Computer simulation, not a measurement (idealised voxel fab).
process module | voxel self aligned vias
cross-section cut | 255 nm wide | cells 5 nm
A cross-section is a grid of square cells, given in bands from the top down. A band is one or more rows of cells.
Each band's line starts with the height of the band's top and of its bottom, in nm. Then come its materials from left to right, each with its width in nm. One material with "throughout" fills the band from edge to edge. "air" is empty space.
Height 0 is the level under which the wafer as received is all one material. The lowest band goes on downwards, as in "0 down".
A width such as "30 to 40" changes by the same amount from each row of cells to the next, from the band's top row to its bottom row.
"no change" after a step means that no cell of the cross-section changed.
closed voids: empty space of 8 cells or more with no open way to the top, each as width x height at its distance from the left edge, in nm
after a step's settings: what the simulator itself notes on the step
overlay nm, on a step with a mask: how far to the right of its planned place the mask lay; to the left if negative
plan
1 op RECEIVE | material Si
2 op CONFORMAL_DEP | material SiO2 | thk nm 10
3 op CONFORMAL_DEP | material SiCN | thk nm 5
4 op DIRECTIONAL_DEP | material lowk | thk nm 25
5 op DIRECTIONAL_DEP | material aC | thk nm 10
6 op PATTERN | tone open | mask id LINES | material resist | width nm 25 | pitch nm 65 | thk nm 25 | overlay nm 0
7 op DIRECTIONAL_ETCH | etch materials aC | depth nm 10
8 op STRIP | etch materials resist
9 op DIRECTIONAL_ETCH | etch materials lowk | depth nm 25
10 op STRIP | etch materials aC
11 op CONFORMAL_DEP | material TiN | thk nm 5
12 op FILL_DEP | material W | thk nm 10
13 op CMP | height nm 40
14 op SELECTIVE_ETCH | etch materials W Ru TiN | depth nm 5
15 op FILL_DEP | material SiN | thk nm 5
16 op CMP | height nm 40
17 op DIRECTIONAL_DEP | material lowk | thk nm 15
18 op MASKED_ETCH | tone open | mask id VIAS | width nm 45 | pitch nm 130 | etch materials lowk | depth nm 15 | overlay nm 0
19 op MASKED_ETCH | tone open | mask id VIAS | width nm 45 | pitch nm 130 | etch materials SiN | depth nm 5 | overlay nm 0
20 op CONFORMAL_DEP | material TiN | thk nm 5
21 op FILL_DEP | material Ru | thk nm 5
22 op CMP | height nm 55
23 op CONFORMAL_DEP | material SiN | thk nm 5
as received, after step 1
  0 down: Si throughout
  closed voids: none
a wafer at the end: this start, this plan, one mistake
  60 to 55: SiN throughout
  55 to 45: lowk 45 | TiN 5 | Ru 30 | TiN 5 | lowk 90 | TiN 5 | Ru 30 | TiN 5 | lowk 40
  45 to 40: lowk 45 | TiN 10 | Ru 15 | TiN 15 | lowk 90 | TiN 10 | Ru 15 | TiN 15 | lowk 40
  40 to 35: lowk 50 | TiN 25 | lowk 40 | SiN 25 | lowk 40 | TiN 25 | lowk 50
  35 to 20: lowk 50 | TiN 5 | W 15 | TiN 5 | lowk 40 | TiN 5 | W 15 | TiN 5 | lowk 40 | TiN 5 | W 15 | TiN 5 | lowk 50
  20 to 15: lowk 50 | TiN 25 | lowk 40 | TiN 25 | lowk 40 | TiN 25 | lowk 50
  15 to 10: SiCN throughout
  10 to 0: SiO2 throughout
  0 down: Si throughout
  closed voids: none
what went wrong: step 18 ran as: op MASKED_ETCH | tone open | mask id VIAS | width nm 40 | pitch nm 130 | etch materials lowk | depth nm 15 | overlay nm 0
